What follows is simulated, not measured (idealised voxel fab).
This is a process module. Its name is voxel spacer lines.
Shown is cross-section cut, with a width of 250 nm and square cells of size 5 nm.
Format of a cross-section: grid, square cells. Given as bands. Order: top down. Band: one or more rows of cells. A band entry consists of two parts. The first gives the height of the band's top and the height of its bottom, in nm. The rest lists the band's materials from left to right, each with its width in nm. A single material labelled with the word "all across" fills the band from edge to edge, and the word "blank" marks empty space. Heights are measured from 0, the level below which the as-received wafer is all one material; the lowest band has no bottom and continues downward, written as in "0..down". So if you see something like "30 to 40" for the width, read it as the top row of the band sitting at the first number and the bottom row at the second, with every row in between moving by the same amount as the last. Key: "remained the same" - step with no changed cell in the cross-section. Look at "Sealed voids" for the closed voids: empty spaces with no open path to the top, sized 8 cells or up. Each is width x height at distance, distance from the left edge, all nm. Heads up: the bit after the settings on a step's line is the simulator's remark on that step. "overlay nm" answers the question of how far to the right of plan the mask lay on a step that has a mask, and when it is negative the answer is to the left.

The process steps that were planned are listed below
| 1 | RECEIVE | material Si |
| 2 | CONFORMAL_DEP | material Al2O3 | thk nm 5 |
| 3 | DIRECTIONAL_DEP | material SiN | thk nm 15 |
| 4 | DIRECTIONAL_DEP | material aC | thk nm 30 |
| 5 | PATTERN | tone cover | mask id MANDREL | material resist | width nm 25 | pitch nm 70 | thk nm 35 | overlay nm 0 |
| 6 | DIRECTIONAL_ETCH | etch materials aC | depth nm 30 |
| 7 | STRIP | etch materials resist |
| 8 | CONFORMAL_DEP | material SiO2 | thk nm 10 |
| 9 | DIRECTIONAL_ETCH | etch materials SiO2 | depth nm 10 |
| 10 | STRIP | etch materials aC |
| 11 | DIRECTIONAL_ETCH | etch materials SiN | depth nm 15 |
| 12 | STRIP | etch materials SiO2 |

As-received wafer cross-section (after step 1)
> 0..down  Si all across
> Sealed voids: none

Cross-section taken at module completion on the first of two wafers; processed per the plan
> 20..5  blank=30 | SiN=10 | blank=25 | SiN=10 | blank=25 | SiN=10 | blank=25 | SiN=10 | blank=25 | SiN=10 | blank=25 | SiN=10 | blank=35
> 5..0  Al2O3 all across
> 0..down  Si all across
> Sealed voids: none

Same start, same plan as the first wafer - but one mistake in the run. Cross-section of the second of the two at the end of the module
> 20..5  blank=25 | SiN=10 | blank=35 | SiN=10 | blank=15 | SiN=10 | blank=35 | SiN=10 | blank=15 | SiN=10 | blank=35 | SiN=10 | blank=30
> 5..0  Al2O3 all across
> 0..down  Si all across
> Sealed voids: none
Error vs. plan: step 5 ran with different settings than intended, the actual operation and settings being PATTERN | tone cover | mask id MANDREL | material resist | width nm 35 | pitch nm 70 | thk nm 35 | overlay nm 0
When the process is done, the second wafer contains the same cell count of every material as the first wafer, but distributed over other locations.
